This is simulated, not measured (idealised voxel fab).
The following process module bears the name voxel self aligned contacts.
Pictured: cross-section cut, 220 nm wide, on a grid of 5 nm square cells.
Bands, listed from the top down, are how a cross-section gets written in this document; the cross-section itself is a grid of square cells, and a band is one or more rows of them. In this notation a band is specified by the heights of its top and bottom, in that order and in nm, after which its materials appear from left to right, each paired with its width in nm. The word "throughout" attached to a single material means that material fills the band from edge to edge; the word "blank" stands for empty space. It should be noted that heights are counted from 0, beneath which the wafer as supplied is of one material throughout, and that the lowest band possesses no lower boundary but continues downward, as written in "0 down". Width: "30->40" (first number = top row, second number = bottom row, same change from row to row of cells). Where a step carries "stayed the same", the cross-section came out of it unchanged, cell for cell. The entry "Enclosed empty spaces" lists the empty spaces that cover at least 8 cells and have no open path to the top. Each is written as width x height at distance, where the distance is measured from the left edge and all three values are in nm. On each step's line, the part that comes after the settings is the simulator's own comment on the step. Each step line may optionally specify "overlay nm", which for a step with a mask gives the rightward distance between the mask's planned place and where it lay, a negative value indicating the leftward direction.
**List of planned process steps**
step 1: RECEIVE: material Si
step 2: CONFORMAL_DEP: material SiO2, thk nm 5
step 3: DIRECTIONAL_DEP: material polySi, thk nm 25
step 4: DIRECTIONAL_DEP: material SiN, thk nm 25
step 5: PATTERN: tone cover, mask id GATE, material resist, width nm 30, pitch nm 75, thk nm 20, overlay nm 0
step 6: DIRECTIONAL_ETCH: etch materials SiN, depth nm 25
step 7: DIRECTIONAL_ETCH: etch materials polySi, depth nm 25
step 8: STRIP: etch materials resist
step 9: CONFORMAL_DEP: material SiN, thk nm 10
step 10: DIRECTIONAL_ETCH: etch materials SiN, depth nm 10
step 11: FILL_DEP: material SiO2, thk nm 15
step 12: CMP: height nm 60
step 13: MASKED_ETCH: tone open, mask id CONTACT, width nm 55, etch materials SiO2, depth nm 60, overlay nm 0
step 14: CONFORMAL_DEP: material TiN, thk nm 5
step 15: FILL_DEP: material W, thk nm 5
step 16: CMP: height nm 60
step 17: CONFORMAL_DEP: material SiCN, thk nm 5
**First wafer, two in total, run as planned**
**Step 1 complete: cross-section of the wafer as received**
  0 down: Si throughout
  Enclosed empty spaces: none
**The following cross-section depicts the wafer upon completion of step 2**
  5 to 0: SiO2 throughout
  Below 0, no change.
**The following cross-section depicts the wafer upon completion of step 3**
  30 to 5: polySi throughout
  Below 5, no change.
**The following cross-section depicts the wafer upon completion of step 4**
  55 to 30: SiN throughout
  Below 30, no change.
**The following cross-section depicts the wafer upon completion of step 5**
  75 to 55: 55 blank  30 resist  45 blank  30 resist  60 blank
  Below 55, no change.
**The following cross-section depicts the wafer upon completion of step 6**
  75 to 55: 55 blank  30 resist  45 blank  30 resist  60 blank
  55 to 30: 55 blank  30 SiN  45 blank  30 SiN  60 blank
  Below 30, no change.
**The following cross-section depicts the wafer upon completion of step 7**
  75 to 55: 55 blank  30 resist  45 blank  30 resist  60 blank
  55 to 30: 55 blank  30 SiN  45 blank  30 SiN  60 blank
  30 to 5: 55 blank  30 polySi  45 blank  30 polySi  60 blank
  Below 5, no change.
**The following cross-section depicts the wafer upon completion of step 8**
  55 to 30: 55 blank  30 SiN  45 blank  30 SiN  60 blank
  Below 30, no change.
**The following cross-section depicts the wafer upon completion of step 9**
  65 to 30: 45 blank  50 SiN  25 blank  50 SiN  50 blank
  30 to 15: 45 blank  10 SiN  30 polySi  10 SiN  25 blank  10 SiN  30 polySi  10 SiN  50 blank
  15 to 5: 55 SiN  30 polySi  45 SiN  30 polySi  60 SiN
  Below 5, no change.
**The following cross-section depicts the wafer upon completion of step 10**
  55 to 30: 45 blank  50 SiN  25 blank  50 SiN  50 blank
  30 to 5: 45 blank  10 SiN  30 polySi  10 SiN  25 blank  10 SiN  30 polySi  10 SiN  50 blank
  Below 5, no change.
**The following cross-section depicts the wafer upon completion of step 11**
  70 to 55: SiO2 throughout
  55 to 30: 45 SiO2  50 SiN  25 SiO2  50 SiN  50 SiO2
  30 to 5: 45 SiO2  10 SiN  30 polySi  10 SiN  25 SiO2  10 SiN  30 polySi  10 SiN  50 SiO2
  Below 5, no change.
**The following cross-section depicts the wafer upon completion of step 12**
  60 to 55: SiO2 throughout
  Below 55, no change.
**The following cross-section depicts the wafer upon completion of step 13**
  60 to 55: 80 SiO2  55 blank  85 SiO2
  55 to 30: 45 SiO2  50 SiN  25 blank  50 SiN  50 SiO2
  30 to 5: 45 SiO2  10 SiN  30 polySi  10 SiN  25 blank  10 SiN  30 polySi  10 SiN  50 SiO2
  5 to 0: 95 SiO2  25 blank  100 SiO2
  Below 0, no change.
**The following cross-section depicts the wafer upon completion of step 14**
  65 to 60: 85 TiN  45 blank  90 TiN
  60 to 55: 80 SiO2  20 TiN  15 blank  20 TiN  85 SiO2
  55 to 30: 45 SiO2  50 SiN  5 TiN  15 blank  5 TiN  50 SiN  50 SiO2
  30 to 5: 45 SiO2  10 SiN  30 polySi  10 SiN  5 TiN  15 blank  5 TiN  10 SiN  30 polySi  10 SiN  50 SiO2
  5 to 0: 95 SiO2  25 TiN  100 SiO2
  Below 0, no change.
**The following cross-section depicts the wafer upon completion of step 15**
  70 to 65: W throughout
  65 to 60: 85 TiN  45 W  90 TiN
  60 to 55: 80 SiO2  20 TiN  15 W  20 TiN  85 SiO2
  55 to 30: 45 SiO2  50 SiN  5 TiN  15 W  5 TiN  50 SiN  50 SiO2
  30 to 5: 45 SiO2  10 SiN  30 polySi  10 SiN  5 TiN  15 W  5 TiN  10 SiN  30 polySi  10 SiN  50 SiO2
  Below 5, no change.
**The following cross-section depicts the wafer upon completion of step 16**
  60 to 55: 80 SiO2  20 TiN  15 W  20 TiN  85 SiO2
  Below 55, no change.
**The following cross-section depicts the wafer upon completion of step 17**
  65 to 60: SiCN throughout
  Below 60, no change.
**The remaining wafer, second of the two, started like the first and was run to the same plan, except that one mistake was made along the way; the two coincide through step 4, inclusive**
**Second wafer, cross-section, planned end of step 5**
  75 to 55: 65 blank  30 resist  45 blank  30 resist  50 blank
  Below 55, no change.
**Second wafer, cross-section, planned end of step 6**
  75 to 55: 65 blank  30 resist  45 blank  30 resist  50 blank
  55 to 30: 65 blank  30 SiN  45 blank  30 SiN  50 blank
  Below 30, no change.
**Second wafer, cross-section, planned end of step 7**
  75 to 55: 65 blank  30 resist  45 blank  30 resist  50 blank
  55 to 30: 65 blank  30 SiN  45 blank  30 SiN  50 blank
  30 to 5: 65 blank  30 polySi  45 blank  30 polySi  50 blank
  Below 5, no change.
**Second wafer, cross-section, planned end of step 8**
  55 to 30: 65 blank  30 SiN  45 blank  30 SiN  50 blank
  Below 30, no change.
**Second wafer, cross-section, planned end of step 9**
  65 to 30: 55 blank  50 SiN  25 blank  50 SiN  40 blank
  30 to 15: 55 blank  10 SiN  30 polySi  10 SiN  25 blank  10 SiN  30 polySi  10 SiN  40 blank
  15 to 5: 65 SiN  30 polySi  45 SiN  30 polySi  50 SiN
  Below 5, no change.
**Second wafer, cross-section, planned end of step 10**
  55 to 30: 55 blank  50 SiN  25 blank  50 SiN  40 blank
  30 to 5: 55 blank  10 SiN  30 polySi  10 SiN  25 blank  10 SiN  30 polySi  10 SiN  40 blank
  Below 5, no change.
**Second wafer, cross-section, planned end of step 11**
  70 to 55: SiO2 throughout
  55 to 30: 55 SiO2  50 SiN  25 SiO2  50 SiN  40 SiO2
  30 to 5: 55 SiO2  10 SiN  30 polySi  10 SiN  25 SiO2  10 SiN  30 polySi  10 SiN  40 SiO2
  Below 5, no change.
**Second wafer, cross-section, planned end of step 12**
  60 to 55: SiO2 throughout
  Below 55, no change.
**Second wafer, cross-section, planned end of step 13**
  60 to 55: 80 SiO2  55 blank  85 SiO2
  55 to 30: 55 SiO2  50 SiN  25 blank  50 SiN  40 SiO2
  30 to 5: 55 SiO2  10 SiN  30 polySi  10 SiN  25 blank  10 SiN  30 polySi  10 SiN  40 SiO2
  5 to 0: 105 SiO2  25 blank  90 SiO2
  Below 0, no change.
**Second wafer, cross-section, planned end of step 14**
  65 to 60: 85 TiN  45 blank  90 TiN
  60 to 55: 80 SiO2  30 TiN  15 blank  10 TiN  85 SiO2
  55 to 30: 55 SiO2  50 SiN  5 TiN  15 blank  5 TiN  50 SiN  40 SiO2
  30 to 5: 55 SiO2  10 SiN  30 polySi  10 SiN  5 TiN  15 blank  5 TiN  10 SiN  30 polySi  10 SiN  40 SiO2
  5 to 0: 105 SiO2  25 TiN  90 SiO2
  Below 0, no change.
**Second wafer, cross-section, planned end of step 15**
  70 to 65: W throughout
  65 to 60: 85 TiN  45 W  90 TiN
  60 to 55: 80 SiO2  30 TiN  15 W  10 TiN  85 SiO2
  55 to 30: 55 SiO2  50 SiN  5 TiN  15 W  5 TiN  50 SiN  40 SiO2
  30 to 5: 55 SiO2  10 SiN  30 polySi  10 SiN  5 TiN  15 W  5 TiN  10 SiN  30 polySi  10 SiN  40 SiO2
  Below 5, no change.
**Second wafer, cross-section, planned end of step 16**
  60 to 55: 80 SiO2  30 TiN  15 W  10 TiN  85 SiO2
  Below 55, no change.
**Second wafer, cross-section, planned end of step 17**
  65 to 60: SiCN throughout
  Below 60, no change.
what went wrong: step 5 changed vs plan, executed as PATTERN: tone cover, mask id GATE, material resist, width nm 30, pitch nm 75, thk nm 20, overlay nm 10
The two final wafers agree on how many cells each material fills and disagree on which cells those are.
